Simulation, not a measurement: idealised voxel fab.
Name of the process module below: voxel wiring stack
The figure presents cross-section cut, which has a width of 175 nm and is divided into square cells with an edge length of 5 nm.
When this document writes out a cross-section, it uses a grid of square cells and lists it as bands, beginning at the top and moving down, with a band standing for one or more rows of cells. Heights first: top, then bottom, in nm. Then materials, left to right, each with a width in nm. "all across" on a single material: fills the band edge to edge. "empty": empty space. It should be noted that heights are counted from 0, beneath which the wafer as supplied is of one material throughout, and that the lowest band possesses no lower boundary but continues downward, as written in "0 -> down". The width entry "30 to 40" should be interpreted row by row: the top row of cells in the band takes the first number, the bottom row takes the second number, and the change between adjacent rows is uniform throughout. You'll sometimes find "nothing changed" written for a step, and that's the way of saying that nowhere in the cross-section did a cell change during that step. The entry titled "Listed closed voids" provides the empty spaces that have no open way to the top, restricted to those of 8 cells or more. Each is presented as width x height at distance, the distance being measured from the left edge, with all three in nm. What comes after the settings on a step's line is commentary from the simulator itself on that step. overlay nm: step with mask; distance mask lay right of planned place; negative value = left of planned place.
## Process steps (planned)
1: RECEIVE with material Si
2: CONFORMAL_DEP with material SiO2, thk nm 10
3: CONFORMAL_DEP with material SiCN, thk nm 5
4: DIRECTIONAL_DEP with material SiO2, thk nm 25
5: DIRECTIONAL_DEP with material aC, thk nm 15
6: PATTERN with tone open, mask id METAL_1, material resist, width nm 25, pitch nm 40, thk nm 30, overlay nm 0
7: DIRECTIONAL_ETCH with etch materials aC, depth nm 15
8: STRIP with etch materials resist
9: DIRECTIONAL_ETCH with etch materials SiO2, depth nm 25
10: DIRECTIONAL_ETCH with etch materials SiCN, depth nm 5
11: STRIP with etch materials aC
12: CONFORMAL_DEP with material TiN, thk nm 5
13: FILL_DEP with material Ru, thk nm 5
14: CMP with height nm 40
15: EPI with material Ru, thk nm 5
16: FILL_DEP with material SiCN, thk nm 5
17: DIRECTIONAL_DEP with material SiO2, thk nm 25
18: MASKED_ETCH with tone open, mask id METAL_2, width nm 25, pitch nm 40, etch materials SiO2, depth nm 15, overlay nm 0
19: PATTERN with tone open, mask id METAL_2_HOLES, material resist, width nm 15, pitch nm 40, thk nm 15, overlay nm 0
20: DIRECTIONAL_ETCH with etch materials SiO2, depth nm 10
21: DIRECTIONAL_ETCH with etch materials SiCN, depth nm 5
22: STRIP with etch materials resist
23: CONFORMAL_DEP with material TiN, thk nm 5
24: FILL_DEP with material Cu, thk nm 5
25: CMP with height nm 75
26: CONFORMAL_DEP with material SiCN, thk nm 5
## as received, after step 1
- 0 -> down: Si all across
- Listed closed voids: none
## First of two wafers: cross-section at end of module, run per plan
- 80 -> 75: SiCN all across
- 75 -> 65: 35 nm SiO2, 5 nm TiN, 15 nm Cu, 5 nm TiN, 15 nm SiO2, 5 nm TiN, 15 nm Cu, 5 nm TiN, 15 nm SiO2, 5 nm TiN, 15 nm Cu, 5 nm TiN, 35 nm SiO2
- 65 -> 60: 35 nm SiO2, 5 nm TiN, 5 nm Cu, 15 nm TiN, 15 nm SiO2, 5 nm TiN, 5 nm Cu, 15 nm TiN, 15 nm SiO2, 5 nm TiN, 5 nm Cu, 15 nm TiN, 35 nm SiO2
- 60 -> 50: 35 nm SiO2, 5 nm TiN, 5 nm Cu, 5 nm TiN, 25 nm SiO2, 5 nm TiN, 5 nm Cu, 5 nm TiN, 25 nm SiO2, 5 nm TiN, 5 nm Cu, 5 nm TiN, 45 nm SiO2
- 50 -> 45: 35 nm SiCN, 15 nm TiN, 25 nm SiCN, 15 nm TiN, 25 nm SiCN, 15 nm TiN, 45 nm SiCN
- 45 -> 40: 30 nm SiCN, 35 nm Ru, 5 nm SiCN, 35 nm Ru, 5 nm SiCN, 35 nm Ru, 30 nm SiCN
- 40 -> 15: 35 nm SiO2, 5 nm TiN, 15 nm Ru, 5 nm TiN, 15 nm SiO2, 5 nm TiN, 15 nm Ru, 5 nm TiN, 15 nm SiO2, 5 nm TiN, 15 nm Ru, 5 nm TiN, 35 nm SiO2
- 15 -> 10: 35 nm SiCN, 25 nm TiN, 15 nm SiCN, 25 nm TiN, 15 nm SiCN, 25 nm TiN, 35 nm SiCN
- 10 -> 0: SiO2 all across
- 0 -> down: Si all across
- Listed closed voids: none
## What the second wafer looks like in cross-section once the module is done. Its start and its plan matched the first wafer's exactly; what differed was one mistake in how it was run
- 80 -> 75: TiN all across
- 75 -> 65: 35 nm SiO2, 5 nm TiN, 15 nm Cu, 5 nm TiN, 15 nm SiO2, 5 nm TiN, 15 nm Cu, 5 nm TiN, 15 nm SiO2, 5 nm TiN, 15 nm Cu, 5 nm TiN, 35 nm SiO2
- 65 -> 60: 35 nm SiO2, 5 nm TiN, 5 nm Cu, 15 nm TiN, 15 nm SiO2, 5 nm TiN, 5 nm Cu, 15 nm TiN, 15 nm SiO2, 5 nm TiN, 5 nm Cu, 15 nm TiN, 35 nm SiO2
- 60 -> 50: 35 nm SiO2, 5 nm TiN, 5 nm Cu, 5 nm TiN, 25 nm SiO2, 5 nm TiN, 5 nm Cu, 5 nm TiN, 25 nm SiO2, 5 nm TiN, 5 nm Cu, 5 nm TiN, 45 nm SiO2
- 50 -> 45: 35 nm SiCN, 15 nm TiN, 25 nm SiCN, 15 nm TiN, 25 nm SiCN, 15 nm TiN, 45 nm SiCN
- 45 -> 40: 30 nm SiCN, 35 nm Ru, 5 nm SiCN, 35 nm Ru, 5 nm SiCN, 35 nm Ru, 30 nm SiCN
- 40 -> 15: 35 nm SiO2, 5 nm TiN, 15 nm Ru, 5 nm TiN, 15 nm SiO2, 5 nm TiN, 15 nm Ru, 5 nm TiN, 15 nm SiO2, 5 nm TiN, 15 nm Ru, 5 nm TiN, 35 nm SiO2
- 15 -> 10: 35 nm SiCN, 25 nm TiN, 15 nm SiCN, 25 nm TiN, 15 nm SiCN, 25 nm TiN, 35 nm SiCN
- 10 -> 0: SiO2 all across
- 0 -> down: Si all across
- Listed closed voids: none
Where did the run depart from the plan? step 26, actual vs plan mismatch, actual run CONFORMAL_DEP with material TiN, thk nm 5
In the final state, the cell counts of the second wafer exceed or fall short of those of the first for the following materials: -35 SiCN, +35 TiN
